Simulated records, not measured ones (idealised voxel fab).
Process module in this document: voxel local oxidation
For reference, the cross-section in this document is cut, with width 240 nm and square cells of 5 nm.
If you're reading a cross-section in this doc, picture square cells in a grid; it comes to you as bands, top ones listed first down to the bottom, and a band can be one or more rows of cells.
The entry gives the band's vertical extent as a top height and a bottom height in nm, then its horizontal make-up as materials from left to right, each with a width in nm. "blank" stands for empty space; a single material marked "edge to edge" fills the band edge to edge.
All heights in this document are referenced to 0, defined as the level beneath which the wafer, as received, consists entirely of one material. The lowest band is not bounded below; it extends indefinitely downward and is written in the form "0..down".
The expression "30->40" gives the width at the extremes of the band, the first number at its top row of cells and the second at its bottom row, with the width changing by equal amounts from each row to the next in between.
Basically "everything unchanged" means that step didn't change any cell in the cross-section.
Empty spaces without an open route to the top, at least 8 cells in extent, make up the entry "Sealed void inventory"; each is given as width x height at distance, where the distance is measured from the left edge, and all are in nm.
Formally, on a step line, whatever follows the settings is a remark that the simulator itself makes on the step.
You can add "overlay nm" to a step's line. For a step with a mask, it describes how far the mask lay to the right of its planned position, and a negative number describes a lay to the left.

### This section lists the process steps that were planned
step 1: RECEIVE: material Si
step 2: OXIDIZE: depth nm 5
step 3: CONFORMAL_DEP: material SiN, thk nm 15
step 4: MASKED_ETCH: tone cover, mask id ACTIVE, width nm 115, etch materials SiN, depth nm 15, overlay nm 0
step 5: SELECTIVE_ETCH: etch materials SiO2, depth nm 5
step 6: OXIDIZE: depth nm 10
step 7: STRIP: etch materials SiN

### Incoming wafer, cross-sectional view, post step 1
> 0..down  Si edge to edge
> Sealed void inventory: none

### Sectioned view, first of two wafers, at the close of the module, processed as intended in the plan
> 0..-5  blank 65 nm, then SiO2 105 nm, then blank 70 nm
> -5..-15  SiO2 75 nm, then Si 85 nm, then SiO2 80 nm
> -15..down  Si edge to edge
> Sealed void inventory: none

### second wafer at the end: like start, like plan, one mistake
> 0..-5  blank 55 nm, then SiO2 105 nm, then blank 80 nm
> -5..-15  SiO2 65 nm, then Si 85 nm, then SiO2 90 nm
> -15..down  Si edge to edge
> Sealed void inventory: none
What was the processing mistake? step 4 was processed under conditions differing from the plan, specifically as MASKED_ETCH: tone cover, mask id ACTIVE, width nm 115, etch materials SiN, depth nm 15, overlay nm -10
The two final wafers agree on how many cells each material fills and disagree on which cells those are.
